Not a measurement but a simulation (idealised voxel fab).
Process module heading - voxel wiring stack
We display cut, a cross-section 205 nm in width whose square cells are each 5 nm.
Square cells in a grid make up a cross-section in this document, and the grid is given as bands, listed from the top down, each one or more rows of cells.
In this notation a band is specified by the heights of its top and bottom, in that order and in nm, after which its materials appear from left to right, each paired with its width in nm. The word "all across" attached to a single material means that material fills the band from edge to edge; the word "air" stands for empty space.
Convention: height 0 is the level below which the wafer, as received, is all one material. The lowest band does not terminate at the bottom but continues downward, represented as "top 0, no bottom".
A width given as "30..40" starts at the first number in the band's top row and ends at the second number in its bottom row, shifting by an equal amount at every step from row to row.
"no change", as given for a step, is the statement that not any cell of the cross-section underwent a change during that step.
You'll see "Non-vented voids" listing empty spaces that have no way open to the top, as long as they're 8 cells or more; the notation is width x height at distance, where the distance is from the left edge, and all of it is in nm.
That trailing text on a step's line, after the settings, is the simulator's own remark on the step.
A step line may carry the setting "overlay nm", which, for steps involving a mask, states the distance by which the mask lay to the right of its intended position; negative values denote displacement to the left.
Intended process steps
1. RECEIVE, material Si
2. CONFORMAL_DEP, material SiO2, thk nm 10
3. DIRECTIONAL_DEP, material TiN, thk nm 5
4. DIRECTIONAL_DEP, material W, thk nm 20
5. DIRECTIONAL_DEP, material aC, thk nm 15
6. PATTERN, tone cover, mask id METAL_1, material resist, width nm 30, pitch nm 50, thk nm 35, overlay nm 0
7. DIRECTIONAL_ETCH, etch materials aC, depth nm 15
8. STRIP, etch materials resist
9. DIRECTIONAL_ETCH, etch materials W, depth nm 20
10. DIRECTIONAL_ETCH, etch materials TiN, depth nm 5
11. STRIP, etch materials aC
12. FILL_DEP, material lowk, thk nm 5
13. CMP, height nm 35
14. CONFORMAL_DEP, material SiCN, thk nm 5
15. DIRECTIONAL_DEP, material lowk, thk nm 25
16. MASKED_ETCH, tone open, mask id METAL_2_HOLES, width nm 15, pitch nm 50, etch materials lowk, depth nm 25, overlay nm 0
17. MASKED_ETCH, tone open, mask id METAL_2, width nm 30, pitch nm 50, etch materials lowk, depth nm 15, overlay nm 0
18. MASKED_ETCH, tone open, mask id METAL_2, width nm 30, pitch nm 50, etch materials SiCN, depth nm 5, overlay nm 0
19. CONFORMAL_DEP, material TiN, thk nm 5
20. FILL_DEP, material Cu, thk nm 5
21. CMP, height nm 65
22. CONFORMAL_DEP, material SiN, thk nm 5
The following pertains to the first of two wafers, which was processed as planned
As received (post step 1): cross-section
- top 0, no bottom = Si all across
- Non-vented voids: none
Upon completion of step 2, the wafer appears in cross-section as shown
- top 10, bottom 0 = SiO2 all across
- Note: structure below 0 unchanged.
Upon completion of step 3, the wafer appears in cross-section as shown
- top 15, bottom 10 = TiN all across
- Note: structure below 10 unchanged.
Upon completion of step 4, the wafer appears in cross-section as shown
- top 35, bottom 15 = W all across
- Note: structure below 15 unchanged.
Upon completion of step 5, the wafer appears in cross-section as shown
- top 50, bottom 35 = aC all across
- Note: structure below 35 unchanged.
Upon completion of step 6, the wafer appears in cross-section as shown
- top 85, bottom 50 = air 60, then resist 30, then air 20, then resist 30, then air 65
- Note: structure below 50 unchanged.
Upon completion of step 7, the wafer appears in cross-section as shown
- top 70, bottom 50 = air 60, then resist 30, then air 20, then resist 30, then air 65
- top 50, bottom 35 = air 60, then aC 30, then air 20, then aC 30, then air 65
- Note: structure below 35 unchanged.
Upon completion of step 8, the wafer appears in cross-section as shown
- top 50, bottom 35 = air 60, then aC 30, then air 20, then aC 30, then air 65
- Note: structure below 35 unchanged.
Upon completion of step 9, the wafer appears in cross-section as shown
- top 50, bottom 35 = air 60, then aC 30, then air 20, then aC 30, then air 65
- top 35, bottom 15 = air 60, then W 30, then air 20, then W 30, then air 65
- Note: structure below 15 unchanged.
Upon completion of step 10, the wafer appears in cross-section as shown
- top 50, bottom 35 = air 60, then aC 30, then air 20, then aC 30, then air 65
- top 35, bottom 15 = air 60, then W 30, then air 20, then W 30, then air 65
- top 15, bottom 10 = air 60, then TiN 30, then air 20, then TiN 30, then air 65
- Note: structure below 10 unchanged.
Upon completion of step 11, the wafer appears in cross-section as shown
- top 35, bottom 15 = air 60, then W 30, then air 20, then W 30, then air 65
- Note: structure below 15 unchanged.
Upon completion of step 12, the wafer appears in cross-section as shown
- top 40, bottom 35 = lowk all across
- top 35, bottom 15 = lowk 60, then W 30, then lowk 20, then W 30, then lowk 65
- top 15, bottom 10 = lowk 60, then TiN 30, then lowk 20, then TiN 30, then lowk 65
- Note: structure below 10 unchanged.
Upon completion of step 13, the wafer appears in cross-section as shown
- top 35, bottom 15 = lowk 60, then W 30, then lowk 20, then W 30, then lowk 65
- Note: structure below 15 unchanged.
Upon completion of step 14, the wafer appears in cross-section as shown
- top 40, bottom 35 = SiCN all across
- Note: structure below 35 unchanged.
Upon completion of step 15, the wafer appears in cross-section as shown
- top 65, bottom 40 = lowk all across
- Note: structure below 40 unchanged.
Upon completion of step 16, the wafer appears in cross-section as shown
- top 65, bottom 40 = lowk 60, then air 15, then lowk 35, then air 15, then lowk 80
- Note: structure below 40 unchanged.
Upon completion of step 17, the wafer appears in cross-section as shown
- top 65, bottom 50 = lowk 60, then air 30, then lowk 20, then air 30, then lowk 65
- Note: structure below 50 unchanged.
Upon completion of step 18, the wafer appears in cross-section as shown
- top 65, bottom 50 = lowk 60, then air 30, then lowk 20, then air 30, then lowk 65
- top 50, bottom 40 = lowk 60, then air 15, then lowk 35, then air 15, then lowk 80
- top 40, bottom 35 = SiCN 60, then air 15, then SiCN 35, then air 15, then SiCN 80
- Note: structure below 35 unchanged.
Upon completion of step 19, the wafer appears in cross-section as shown
- top 70, bottom 65 = TiN 65, then air 20, then TiN 30, then air 20, then TiN 70
- top 65, bottom 55 = lowk 60, then TiN 5, then air 20, then TiN 5, then lowk 20, then TiN 5, then air 20, then TiN 5, then lowk 65
- top 55, bottom 50 = lowk 60, then TiN 5, then air 5, then TiN 20, then lowk 20, then TiN 5, then air 5, then TiN 20, then lowk 65
- top 50, bottom 40 = lowk 60, then TiN 5, then air 5, then TiN 5, then lowk 35, then TiN 5, then air 5, then TiN 5, then lowk 80
- top 40, bottom 35 = SiCN 60, then TiN 15, then SiCN 35, then TiN 15, then SiCN 80
- Note: structure below 35 unchanged.
Upon completion of step 20, the wafer appears in cross-section as shown
- top 75, bottom 70 = Cu all across
- top 70, bottom 65 = TiN 65, then Cu 20, then TiN 30, then Cu 20, then TiN 70
- top 65, bottom 55 = lowk 60, then TiN 5, then Cu 20, then TiN 5, then lowk 20, then TiN 5, then Cu 20, then TiN 5, then lowk 65
- top 55, bottom 50 = lowk 60, then TiN 5, then Cu 5, then TiN 20, then lowk 20, then TiN 5, then Cu 5, then TiN 20, then lowk 65
- top 50, bottom 40 = lowk 60, then TiN 5, then Cu 5, then TiN 5, then lowk 35, then TiN 5, then Cu 5, then TiN 5, then lowk 80
- Note: structure below 40 unchanged.
Upon completion of step 21, the wafer appears in cross-section as shown
- top 65, bottom 55 = lowk 60, then TiN 5, then Cu 20, then TiN 5, then lowk 20, then TiN 5, then Cu 20, then TiN 5, then lowk 65
- Note: structure below 55 unchanged.
Upon completion of step 22, the wafer appears in cross-section as shown
- top 70, bottom 65 = SiN all across
- Note: structure below 65 unchanged.
Wafer two of the pair: same origin, same plan, one error during the run; identical to wafer one up to and including step 13
Cross-section: second wafer, time at which step 14 was scheduled to end
- top 50, bottom 35 = SiCN all across
- Note: structure below 35 unchanged.
Cross-section: second wafer, time at which step 15 was scheduled to end
- top 75, bottom 50 = lowk all across
- Note: structure below 50 unchanged.
Cross-section: second wafer, time at which step 16 was scheduled to end
- top 75, bottom 50 = lowk 60, then air 15, then lowk 35, then air 15, then lowk 80
- Note: structure below 50 unchanged.
Cross-section: second wafer, time at which step 17 was scheduled to end
- top 75, bottom 60 = lowk 60, then air 30, then lowk 20, then air 30, then lowk 65
- Note: structure below 60 unchanged.
Cross-section: second wafer, time at which step 18 was scheduled to end
- top 75, bottom 60 = lowk 60, then air 30, then lowk 20, then air 30, then lowk 65
- top 60, bottom 50 = lowk 60, then air 15, then lowk 35, then air 15, then lowk 80
- top 50, bottom 45 = SiCN 60, then air 15, then SiCN 35, then air 15, then SiCN 80
- Note: structure below 45 unchanged.
Cross-section: second wafer, time at which step 19 was scheduled to end
- top 80, bottom 75 = TiN 65, then air 20, then TiN 30, then air 20, then TiN 70
- top 75, bottom 65 = lowk 60, then TiN 5, then air 20, then TiN 5, then lowk 20, then TiN 5, then air 20, then TiN 5, then lowk 65
- top 65, bottom 60 = lowk 60, then TiN 5, then air 5, then TiN 20, then lowk 20, then TiN 5, then air 5, then TiN 20, then lowk 65
- top 60, bottom 50 = lowk 60, then TiN 5, then air 5, then TiN 5, then lowk 35, then TiN 5, then air 5, then TiN 5, then lowk 80
- top 50, bottom 45 = SiCN 60, then TiN 15, then SiCN 35, then TiN 15, then SiCN 80
- Note: structure below 45 unchanged.
Cross-section: second wafer, time at which step 20 was scheduled to end
- top 85, bottom 80 = Cu all across
- top 80, bottom 75 = TiN 65, then Cu 20, then TiN 30, then Cu 20, then TiN 70
- top 75, bottom 65 = lowk 60, then TiN 5, then Cu 20, then TiN 5, then lowk 20, then TiN 5, then Cu 20, then TiN 5, then lowk 65
- top 65, bottom 60 = lowk 60, then TiN 5, then Cu 5, then TiN 20, then lowk 20, then TiN 5, then Cu 5, then TiN 20, then lowk 65
- top 60, bottom 50 = lowk 60, then TiN 5, then Cu 5, then TiN 5, then lowk 35, then TiN 5, then Cu 5, then TiN 5, then lowk 80
- Note: structure below 50 unchanged.
Cross-section: second wafer, time at which step 21 was scheduled to end
- top 65, bottom 60 = lowk 60, then TiN 5, then Cu 5, then TiN 20, then lowk 20, then TiN 5, then Cu 5, then TiN 20, then lowk 65
- Note: structure below 60 unchanged.
Cross-section: second wafer, time at which step 22 was scheduled to end
- top 70, bottom 65 = SiN all across
- Note: structure below 65 unchanged.
Deviation from plan: contrary to plan, step 14 was performed as CONFORMAL_DEP, material SiCN, thk nm 15
Final comparison by cell count, materials where the second wafer has more or fewer than the first: -16 Cu | +82 SiCN | -8 TiN | -58 lowk
